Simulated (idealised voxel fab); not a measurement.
Name of the process module below: voxel self aligned vias
Section cut is 275 nm wide and gridded with 5 nm square cells.
Think of the cross-section as a grid of square cells. We describe it in bands, top to bottom, and each band covers one or more rows of those cells.
Band entry format. Leading values: height of top, height of bottom, nm. Remainder: materials in left-to-right order, each with its width in nm. Special words: "edge to edge" on a single material, which then fills the band edge to edge; "air", empty space.
Height is counted from the level 0, under which the received wafer is composed throughout of one material. The lowest of the bands is not closed at the bottom but continues downward, in the notation "0 -> down".
You'd read "30..40" like this: the band's top row of cells is as wide as the first number, its bottom row is as wide as the second, and going down, every row changes width by the same amount as the row before did.
It should be understood that the words "remains unaltered", when stated for a given step, signify that the cross-section underwent no change in any of its cells during that step.
You'll see "Voids, sealed" listing empty spaces that have no way open to the top, as long as they're 8 cells or more; the notation is width x height at distance, where the distance is from the left edge, and all of it is in nm.
Step line, after settings: the simulator's comment on this step.
When a step includes a mask, the "overlay nm" setting on its line states how far to the right of its planned place that mask lay, and negative values state how far to the left.
-- Steps in the process plan
- 1: RECEIVE | material Si
- 2: CONFORMAL_DEP | material SiO2 | thk nm 15
- 3: CONFORMAL_DEP | material SiCN | thk nm 5
- 4: DIRECTIONAL_DEP | material lowk | thk nm 30
- 5: DIRECTIONAL_DEP | material aC | thk nm 15
- 6: PATTERN | tone open | mask id LINES | material resist | width nm 20 | pitch nm 60 | thk nm 35 | overlay nm 0
- 7: DIRECTIONAL_ETCH | etch materials aC | depth nm 15
- 8: STRIP | etch materials resist
- 9: DIRECTIONAL_ETCH | etch materials lowk | depth nm 30
- 10: STRIP | etch materials aC
- 11: CONFORMAL_DEP | material TiN | thk nm 5
- 12: FILL_DEP | material W | thk nm 10
- 13: CMP | height nm 50
- 14: SELECTIVE_ETCH | etch materials W Ru TiN | depth nm 5
- 15: FILL_DEP | material SiN | thk nm 5
- 16: CMP | height nm 50
- 17: DIRECTIONAL_DEP | material lowk | thk nm 20
- 18: MASKED_ETCH | tone open | mask id VIAS | width nm 30 | pitch nm 60 | etch materials lowk | depth nm 20 | overlay nm 0
- 19: MASKED_ETCH | tone open | mask id VIAS | width nm 30 | pitch nm 60 | etch materials SiN | depth nm 5 | overlay nm 0
- 20: CONFORMAL_DEP | material TiN | thk nm 5
- 21: FILL_DEP | material Cu | thk nm 10
- 22: CMP | height nm 70
- 23: CONFORMAL_DEP | material SiN | thk nm 5
-- As-received wafer cross-section (after step 1)
  0 -> down  Si edge to edge
  Voids, sealed: none
-- Wafer cross-section at end of module: start and plan as shown above, one execution error
  75 -> 70  SiN edge to edge
  70 -> 55  lowk: 60  TiN: 5  Cu: 20  TiN: 5  lowk: 30  TiN: 5  Cu: 20  TiN: 5  lowk: 30  TiN: 5  Cu: 20  TiN: 5  lowk: 65
  55 -> 50  lowk: 60  TiN: 10  Cu: 10  TiN: 10  lowk: 30  TiN: 10  Cu: 10  TiN: 10  lowk: 30  TiN: 10  Cu: 10  TiN: 10  lowk: 65
  50 -> 45  lowk: 65  TiN: 20  lowk: 40  TiN: 20  lowk: 40  TiN: 20  lowk: 70
  45 -> 25  lowk: 65  TiN: 5  W: 10  TiN: 5  lowk: 40  TiN: 5  W: 10  TiN: 5  lowk: 40  TiN: 5  W: 10  TiN: 5  lowk: 70
  25 -> 20  lowk: 65  TiN: 20  lowk: 40  TiN: 20  lowk: 40  TiN: 20  lowk: 70
  20 -> 15  SiCN edge to edge
  15 -> 0  aC edge to edge
  0 -> down  Si edge to edge
  Voids, sealed: none
Heads up, the wafer didn't run the way we planned it: it should be noted that step 2 was executed with settings other than those planned, the operation and settings actually applied being CONFORMAL_DEP | material aC | thk nm 15
